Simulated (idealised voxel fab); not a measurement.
The name of this process module is voxel transistor to metal.
Cross-section cut: width 190 nm, square cells of 5 nm.
Bands, listed from the top down, are how a cross-section gets written in this document; the cross-section itself is a grid of square cells, and a band is one or more rows of them. Band: top and bottom heights (nm) first, top before bottom; then materials from left to right, widths in nm. "everywhere" marks a sole material filling the band edge to edge. "empty" denotes empty space. The reference from which all heights are counted is 0, the level beneath which the as-received wafer is entirely one material; the lowest band, having no lower bound, proceeds downward and is written after the example "0 -> down". Quick explanation for "30 to 40": the width changes in equal steps down the rows of cells, from the first number in the band's top row to the second number in its bottom row. Where the words "all unchanged" appear for a step, the cross-section shows no cell changed by that step; every cell remained as before. Basically, "Fully sealed cavities" tells you about the enclosed voids: empty spaces with no open way to the top, 8 cells or bigger, each written width x height at distance, where distance is from the left edge, all in nm. after a step's settings: what the simulator itself notes on the step. Among the settings permitted on a step's line is "overlay nm"; applied to a step with a mask, it specifies the extent to which the mask lay to the right of its planned position, whereas a negative figure signifies a position to the left.

Process steps foreseen in the plan
1,RECEIVE, material Si
2,CONFORMAL_DEP, material SiO2, thk nm 5
3,CONFORMAL_DEP, material SiN, thk nm 10
4,DIRECTIONAL_DEP, material aC, thk nm 10
5,PATTERN, tone cover, mask id ACTIVE, material resist, width nm 115, thk nm 25, overlay nm 0
6,DIRECTIONAL_ETCH, etch materials aC, depth nm 10
7,STRIP, etch materials resist
8,DIRECTIONAL_ETCH, etch materials SiN, depth nm 10
9,DIRECTIONAL_ETCH, etch materials SiO2, depth nm 5
10,DIRECTIONAL_ETCH, etch materials Si, depth nm 35
11,STRIP, etch materials aC
12,FILL_DEP, material SiO2, thk nm 5
13,CMP, height nm 15
14,SELECTIVE_ETCH, etch materials SiO2, depth nm 10
15,STRIP, etch materials SiN
16,SELECTIVE_ETCH, etch materials SiO2, depth nm 5
17,OXIDIZE, depth nm 5
18,DIRECTIONAL_DEP, material polySi, thk nm 25
19,DIRECTIONAL_DEP, material SiCN, thk nm 10
20,MASKED_ETCH, tone cover, mask id GATE, width nm 25, etch materials SiCN, depth nm 20, overlay nm 0
21,MASKED_ETCH, tone cover, mask id GATE, width nm 25, etch materials polySi, depth nm 35, overlay nm 0
22,CONFORMAL_DEP, material SiN, thk nm 10
23,DIRECTIONAL_ETCH, etch materials SiN, depth nm 10
24,DIRECTIONAL_ETCH, etch materials SiO2, depth nm 5
25,EPI, material nSi, thk nm 5
26,FILL_DEP, material SiO2, thk nm 10
27,CMP, height nm 25
28,STRIP, etch materials polySi
29,SELECTIVE_ETCH, etch materials SiO2, depth nm 5
30,CONFORMAL_DEP, material HfO2, thk nm 5
31,CONFORMAL_DEP, material TiN, thk nm 5
32,FILL_DEP, material W, thk nm 5
33,CMP, height nm 20
34,DIRECTIONAL_DEP, material SiO2, thk nm 10
35,PATTERN, tone open, mask id CONTACT, material resist, width nm 20, pitch nm 75, thk nm 20, overlay nm 0
36,DIRECTIONAL_ETCH, etch materials SiO2, depth nm 30
37,STRIP, etch materials resist
38,CONFORMAL_DEP, material TiN, thk nm 5
39,FILL_DEP, material W, thk nm 10
40,CMP, height nm 30
41,DIRECTIONAL_DEP, material TiN, thk nm 5
42,DIRECTIONAL_DEP, material Ru, thk nm 15
43,PATTERN, tone cover, mask id METAL_1, material resist, width nm 20, pitch nm 75, thk nm 15, overlay nm 0
44,DIRECTIONAL_ETCH, etch materials Ru, depth nm 15
45,DIRECTIONAL_ETCH, etch materials TiN, depth nm 5
46,STRIP, etch materials resist
47,CONFORMAL_DEP, material SiN, thk nm 5
48,FILL_DEP, material lowk, thk nm 5
49,CMP, height nm 50
50,CONFORMAL_DEP, material SiN, thk nm 5

First wafer of two (run as planned)

Received-state cross-section, reflecting completion of step 1
	0 -> down: Si everywhere
	Fully sealed cavities: none

The wafer in cross-section once step 2 is complete
	5 -> 0: SiO2 everywhere
	Whatever lies below 0 is exactly as it was before.

The wafer in cross-section once step 3 is complete
	15 -> 5: SiN everywhere
	Whatever lies below 5 is exactly as it was before.

The wafer in cross-section once step 4 is complete
	25 -> 15: aC everywhere
	Whatever lies below 15 is exactly as it was before.

The wafer in cross-section once step 5 is complete
	50 -> 25: empty=35; resist=115; empty=40
	Whatever lies below 25 is exactly as it was before.

The wafer in cross-section once step 6 is complete
	40 -> 25: empty=35; resist=115; empty=40
	25 -> 15: empty=35; aC=115; empty=40
	Whatever lies below 15 is exactly as it was before.

The wafer in cross-section once step 7 is complete
	25 -> 15: empty=35; aC=115; empty=40
	Whatever lies below 15 is exactly as it was before.

The wafer in cross-section once step 8 is complete
	25 -> 15: empty=35; aC=115; empty=40
	15 -> 5: empty=35; SiN=115; empty=40
	Whatever lies below 5 is exactly as it was before.

The wafer in cross-section once step 9 is complete
	25 -> 15: empty=35; aC=115; empty=40
	15 -> 5: empty=35; SiN=115; empty=40
	5 -> 0: empty=35; SiO2=115; empty=40
	Whatever lies below 0 is exactly as it was before.

The wafer in cross-section once step 10 is complete
	25 -> 15: empty=35; aC=115; empty=40
	15 -> 5: empty=35; SiN=115; empty=40
	5 -> 0: empty=35; SiO2=115; empty=40
	0 -> -35: empty=35; Si=115; empty=40
	Whatever lies below -35 is exactly as it was before.

The wafer in cross-section once step 11 is complete
	15 -> 5: empty=35; SiN=115; empty=40
	Whatever lies below 5 is exactly as it was before.

The wafer in cross-section once step 12 is complete
	20 -> 15: SiO2 everywhere
	15 -> 5: SiO2=35; SiN=115; SiO2=40
	5 -> 0: SiO2 everywhere
	0 -> -35: SiO2=35; Si=115; SiO2=40
	Whatever lies below -35 is exactly as it was before.

The wafer in cross-section once step 13 is complete
	15 -> 5: SiO2=35; SiN=115; SiO2=40
	Whatever lies below 5 is exactly as it was before.

The wafer in cross-section once step 14 is complete
	15 -> 5: empty=35; SiN=115; empty=40
	Whatever lies below 5 is exactly as it was before.

The wafer in cross-section once step 15 is complete
	5 -> 0: SiO2 everywhere
	Whatever lies below 0 is exactly as it was before.

The wafer in cross-section once step 16 is complete
	0 -> -35: SiO2=35; Si=115; SiO2=40
	Whatever lies below -35 is exactly as it was before.

The wafer in cross-section once step 17 is complete
	0 -> -5: SiO2 everywhere
	Whatever lies below -5 is exactly as it was before.

The wafer in cross-section once step 18 is complete
	25 -> 0: polySi everywhere
	Whatever lies below 0 is exactly as it was before.

The wafer in cross-section once step 19 is complete
	35 -> 25: SiCN everywhere
	Whatever lies below 25 is exactly as it was before.

The wafer in cross-section once step 20 is complete
	35 -> 25: empty=80; SiCN=25; empty=85
	Whatever lies below 25 is exactly as it was before.

The wafer in cross-section once step 21 is complete
	35 -> 25: empty=80; SiCN=25; empty=85
	25 -> 0: empty=80; polySi=25; empty=85
	Whatever lies below 0 is exactly as it was before.

The wafer in cross-section once step 22 is complete
	45 -> 35: empty=70; SiN=45; empty=75
	35 -> 25: empty=70; SiN=10; SiCN=25; SiN=10; empty=75
	25 -> 10: empty=70; SiN=10; polySi=25; SiN=10; empty=75
	10 -> 0: SiN=80; polySi=25; SiN=85
	Whatever lies below 0 is exactly as it was before.

The wafer in cross-section once step 23 is complete
	35 -> 25: empty=70; SiN=10; SiCN=25; SiN=10; empty=75
	25 -> 0: empty=70; SiN=10; polySi=25; SiN=10; empty=75
	Whatever lies below 0 is exactly as it was before.

The wafer in cross-section once step 24 is complete
	35 -> 25: empty=70; SiN=10; SiCN=25; SiN=10; empty=75
	25 -> 0: empty=70; SiN=10; polySi=25; SiN=10; empty=75
	0 -> -5: empty=70; SiO2=45; empty=75
	Whatever lies below -5 is exactly as it was before.

The wafer in cross-section once step 25 is complete
	35 -> 25: empty=70; SiN=10; SiCN=25; SiN=10; empty=75
	25 -> 0: empty=70; SiN=10; polySi=25; SiN=10; empty=75
	0 -> -5: empty=30; nSi=40; SiO2=45; nSi=40; empty=35
	Whatever lies below -5 is exactly as it was before.

The wafer in cross-section once step 26 is complete
	45 -> 35: SiO2 everywhere
	35 -> 25: SiO2=70; SiN=10; SiCN=25; SiN=10; SiO2=75
	25 -> 0: SiO2=70; SiN=10; polySi=25; SiN=10; SiO2=75
	0 -> -5: SiO2=30; nSi=40; SiO2=45; nSi=40; SiO2=35
	Whatever lies below -5 is exactly as it was before.

The wafer in cross-section once step 27 is complete
	25 -> 0: SiO2=70; SiN=10; polySi=25; SiN=10; SiO2=75
	Whatever lies below 0 is exactly as it was before.

The wafer in cross-section once step 28 is complete
	25 -> 0: SiO2=70; SiN=10; empty=25; SiN=10; SiO2=75
	Whatever lies below 0 is exactly as it was before.

The wafer in cross-section once step 29 is complete
	25 -> 20: empty=70; SiN=10; empty=25; SiN=10; empty=75
	20 -> 0: SiO2=70; SiN=10; empty=25; SiN=10; SiO2=75
	0 -> -5: SiO2=30; nSi=40; SiO2=5; empty=35; SiO2=5; nSi=40; SiO2=35
	Whatever lies below -5 is exactly as it was before.

The wafer in cross-section once step 30 is complete
	30 -> 25: empty=65; HfO2=20; empty=15; HfO2=20; empty=70
	25 -> 20: HfO2=70; SiN=10; HfO2=5; empty=15; HfO2=5; SiN=10; HfO2=75
	20 -> 0: SiO2=70; SiN=10; HfO2=5; empty=15; HfO2=5; SiN=10; SiO2=75
	0 -> -5: SiO2=30; nSi=40; SiO2=5; HfO2=35; SiO2=5; nSi=40; SiO2=35
	Whatever lies below -5 is exactly as it was before.

The wafer in cross-section once step 31 is complete
	35 -> 30: empty=60; TiN=30; empty=5; TiN=30; empty=65
	30 -> 25: TiN=65; HfO2=20; TiN=5; empty=5; TiN=5; HfO2=20; TiN=70
	25 -> 20: HfO2=70; SiN=10; HfO2=5; TiN=5; empty=5; TiN=5; HfO2=5; SiN=10; HfO2=75
	20 -> 5: SiO2=70; SiN=10; HfO2=5; TiN=5; empty=5; TiN=5; HfO2=5; SiN=10; SiO2=75
	5 -> 0: SiO2=70; SiN=10; HfO2=5; TiN=15; HfO2=5; SiN=10; SiO2=75
	Whatever lies below 0 is exactly as it was before.

The wafer in cross-section once step 32 is complete
	40 -> 35: W everywhere
	35 -> 30: W=60; TiN=30; W=5; TiN=30; W=65
	30 -> 25: TiN=65; HfO2=20; TiN=5; W=5; TiN=5; HfO2=20; TiN=70
	25 -> 20: HfO2=70; SiN=10; HfO2=5; TiN=5; W=5; TiN=5; HfO2=5; SiN=10; HfO2=75
	20 -> 5: SiO2=70; SiN=10; HfO2=5; TiN=5; W=5; TiN=5; HfO2=5; SiN=10; SiO2=75
	Whatever lies below 5 is exactly as it was before.

The wafer in cross-section once step 33 is complete
	20 -> 5: SiO2=70; SiN=10; HfO2=5; TiN=5; W=5; TiN=5; HfO2=5; SiN=10; SiO2=75
	Whatever lies below 5 is exactly as it was before.

The wafer in cross-section once step 34 is complete
	30 -> 20: SiO2 everywhere
	Whatever lies below 20 is exactly as it was before.

The wafer in cross-section once step 35 is complete
	50 -> 30: resist=45; empty=20; resist=55; empty=20; resist=50
	Whatever lies below 30 is exactly as it was before.

The wafer in cross-section once step 36 is complete
	50 -> 30: resist=45; empty=20; resist=55; empty=20; resist=50
	30 -> 20: SiO2=45; empty=20; SiO2=55; empty=20; SiO2=50
	20 -> 5: SiO2=45; empty=20; SiO2=5; SiN=10; HfO2=5; TiN=5; W=5; TiN=5; HfO2=5; SiN=10; SiO2=5; empty=20; SiO2=50
	5 -> 0: SiO2=45; empty=20; SiO2=5; SiN=10; HfO2=5; TiN=15; HfO2=5; SiN=10; SiO2=5; empty=20; SiO2=50
	Whatever lies below 0 is exactly as it was before.

The wafer in cross-section once step 37 is complete
	30 -> 20: SiO2=45; empty=20; SiO2=55; empty=20; SiO2=50
	Whatever lies below 20 is exactly as it was before.

The wafer in cross-section once step 38 is complete
	35 -> 30: TiN=50; empty=10; TiN=65; empty=10; TiN=55
	30 -> 20: SiO2=45; TiN=5; empty=10; TiN=5; SiO2=55; TiN=5; empty=10; TiN=5; SiO2=50
	20 -> 5: SiO2=45; TiN=5; empty=10; TiN=5; SiO2=5; SiN=10; HfO2=5; TiN=5; W=5; TiN=5; HfO2=5; SiN=10; SiO2=5; TiN=5; empty=10; TiN=5; SiO2=50
	5 -> 0: SiO2=45; TiN=20; SiO2=5; SiN=10; HfO2=5; TiN=15; HfO2=5; SiN=10; SiO2=5; TiN=20; SiO2=50
	Whatever lies below 0 is exactly as it was before.

The wafer in cross-section once step 39 is complete
	45 -> 35: W everywhere
	35 -> 30: TiN=50; W=10; TiN=65; W=10; TiN=55
	30 -> 20: SiO2=45; TiN=5; W=10; TiN=5; SiO2=55; TiN=5; W=10; TiN=5; SiO2=50
	20 -> 5: SiO2=45; TiN=5; W=10; TiN=5; SiO2=5; SiN=10; HfO2=5; TiN=5; W=5; TiN=5; HfO2=5; SiN=10; SiO2=5; TiN=5; W=10; TiN=5; SiO2=50
	Whatever lies below 5 is exactly as it was before.

The wafer in cross-section once step 40 is complete
	30 -> 20: SiO2=45; TiN=5; W=10; TiN=5; SiO2=55; TiN=5; W=10; TiN=5; SiO2=50
	Whatever lies below 20 is exactly as it was before.

The wafer in cross-section once step 41 is complete
	35 -> 30: TiN everywhere
	Whatever lies below 30 is exactly as it was before.

The wafer in cross-section once step 42 is complete
	50 -> 35: Ru everywhere
	Whatever lies below 35 is exactly as it was before.

The wafer in cross-section once step 43 is complete
	65 -> 50: empty=45; resist=20; empty=55; resist=20; empty=50
	Whatever lies below 50 is exactly as it was before.

The wafer in cross-section once step 44 is complete
	65 -> 50: empty=45; resist=20; empty=55; resist=20; empty=50
	50 -> 35: empty=45; Ru=20; empty=55; Ru=20; empty=50
	Whatever lies below 35 is exactly as it was before.

The wafer in cross-section once step 45 is complete
	65 -> 50: empty=45; resist=20; empty=55; resist=20; empty=50
	50 -> 35: empty=45; Ru=20; empty=55; Ru=20; empty=50
	35 -> 30: empty=45; TiN=20; empty=55; TiN=20; empty=50
	Whatever lies below 30 is exactly as it was before.

The wafer in cross-section once step 46 is complete
	50 -> 35: empty=45; Ru=20; empty=55; Ru=20; empty=50
	Whatever lies below 35 is exactly as it was before.

The wafer in cross-section once step 47 is complete
	55 -> 50: empty=40; SiN=30; empty=45; SiN=30; empty=45
	50 -> 35: empty=40; SiN=5; Ru=20; SiN=5; empty=45; SiN=5; Ru=20; SiN=5; empty=45
	35 -> 30: SiN=45; TiN=20; SiN=55; TiN=20; SiN=50
	Whatever lies below 30 is exactly as it was before.

The wafer in cross-section once step 48 is complete
	60 -> 55: lowk everywhere
	55 -> 50: lowk=40; SiN=30; lowk=45; SiN=30; lowk=45
	50 -> 35: lowk=40; SiN=5; Ru=20; SiN=5; lowk=45; SiN=5; Ru=20; SiN=5; lowk=45
	Whatever lies below 35 is exactly as it was before.

The wafer in cross-section once step 49 is complete
	50 -> 35: lowk=40; SiN=5; Ru=20; SiN=5; lowk=45; SiN=5; Ru=20; SiN=5; lowk=45
	Whatever lies below 35 is exactly as it was before.

The wafer in cross-section once step 50 is complete
	55 -> 50: SiN everywhere
	Whatever lies below 50 is exactly as it was before.

The second wafer: identical to the first at the outset and in its planned sequence, differing only in that one mistake was made during processing; up to and including step 46, its path is the first wafer's path

Second wafer, sectioned view, at step 47's planned end time
	55 -> 50: empty=40; W=30; empty=45; W=30; empty=45
	50 -> 35: empty=40; W=5; Ru=20; W=5; empty=45; W=5; Ru=20; W=5; empty=45
	35 -> 30: W=45; TiN=20; W=55; TiN=20; W=50
	Whatever lies below 30 is exactly as it was before.

Second wafer, sectioned view, at step 48's planned end time
	60 -> 55: lowk everywhere
	55 -> 50: lowk=40; W=30; lowk=45; W=30; lowk=45
	50 -> 35: lowk=40; W=5; Ru=20; W=5; lowk=45; W=5; Ru=20; W=5; lowk=45
	Whatever lies below 35 is exactly as it was before.

Second wafer, sectioned view, at step 49's planned end time
	50 -> 35: lowk=40; W=5; Ru=20; W=5; lowk=45; W=5; Ru=20; W=5; lowk=45
	Whatever lies below 35 is exactly as it was before.

Second wafer, sectioned view, at step 50's planned end time
	55 -> 50: SiN everywhere
	Whatever lies below 50 is exactly as it was before.
Deviation noted in wafer processing: step 47, actual vs plan mismatch, actual run CONFORMAL_DEP, material W, thk nm 5
Final tally in cells, some materials are higher or lower on the second wafer than on the first: SiN -42, W +42
